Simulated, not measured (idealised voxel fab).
The process module that follows is named voxel double patterning.
We display cut, a cross-section 255 nm in width whose square cells are each 5 nm.
Cross-section, as written here: a square-cell grid given band by band from the top down, where a band holds one or more rows of cells.
A band entry consists of two parts. The first gives the height of the band's top and the height of its bottom, in nm. The rest lists the band's materials from left to right, each with its width in nm. A single material labelled with the word "all across" fills the band from edge to edge, and the word "empty" marks empty space.
Height reference: 0 = level under which incoming wafer is all one material. Lowest band: no bottom, runs on downward, e.g. "top 0, no bottom".
You'd read "30 to 40" like this: the band's top row of cells is as wide as the first number, its bottom row is as wide as the second, and going down, every row changes width by the same amount as the row before did.
Key: "all unchanged" - step with no changed cell in the cross-section.
Closed-off voids of 8+ cells (no open route to the top) go in "Enclosed void inventory", written width x height at distance from the left edge, in nm.
Text after the settings on a step's line: the simulator's own remark on that step.
"overlay nm" on a masked step: distance the mask lay right of its planned place, negative for left.

[Planned process steps]
step 1: op RECEIVE | material Si
step 2: op CONFORMAL_DEP | material SiO2 | thk nm 10
step 3: op DIRECTIONAL_DEP | material W | thk nm 15
step 4: op DIRECTIONAL_DEP | material SiCN | thk nm 5
step 5: op DIRECTIONAL_DEP | material aC | thk nm 15
step 6: op PATTERN | tone open | mask id FIRST | material resist | width nm 15 | pitch nm 50 | thk nm 30 | overlay nm 0
step 7: op DIRECTIONAL_ETCH | etch materials aC | depth nm 15
step 8: op STRIP | etch materials resist
step 9: op DIRECTIONAL_ETCH | etch materials SiCN | depth nm 5
step 10: op STRIP | etch materials aC
step 11: op PATTERN | tone open | mask id SECOND | material resist | width nm 15 | pitch nm 50 | thk nm 15 | overlay nm 0
step 12: op DIRECTIONAL_ETCH | etch materials SiCN | depth nm 5
step 13: op STRIP | etch materials resist
step 14: op DIRECTIONAL_ETCH | etch materials W | depth nm 15
step 15: op STRIP | etch materials SiCN

[Cross-section of the wafer upon arrival, representing the state reached after step 1]
    top 0, no bottom  Si all across
    Enclosed void inventory: none

[The plan above was carried out on the starting structure above with one mistake, and this cross-section shows the wafer at the end of the module]
    top 25, bottom 10  W 80 / empty 30 / W 20 / empty 30 / W 20 / empty 15 / W 60
    top 10, bottom 0  SiO2 all across
    top 0, no bottom  Si all across
    Enclosed void inventory: none
Where did the run depart from the plan? step 6 ran differently from the plan; actual operation with settings: op PATTERN | tone open | mask id FIRST | material resist | width nm 15 | pitch nm 50 | thk nm 30 | overlay nm 10
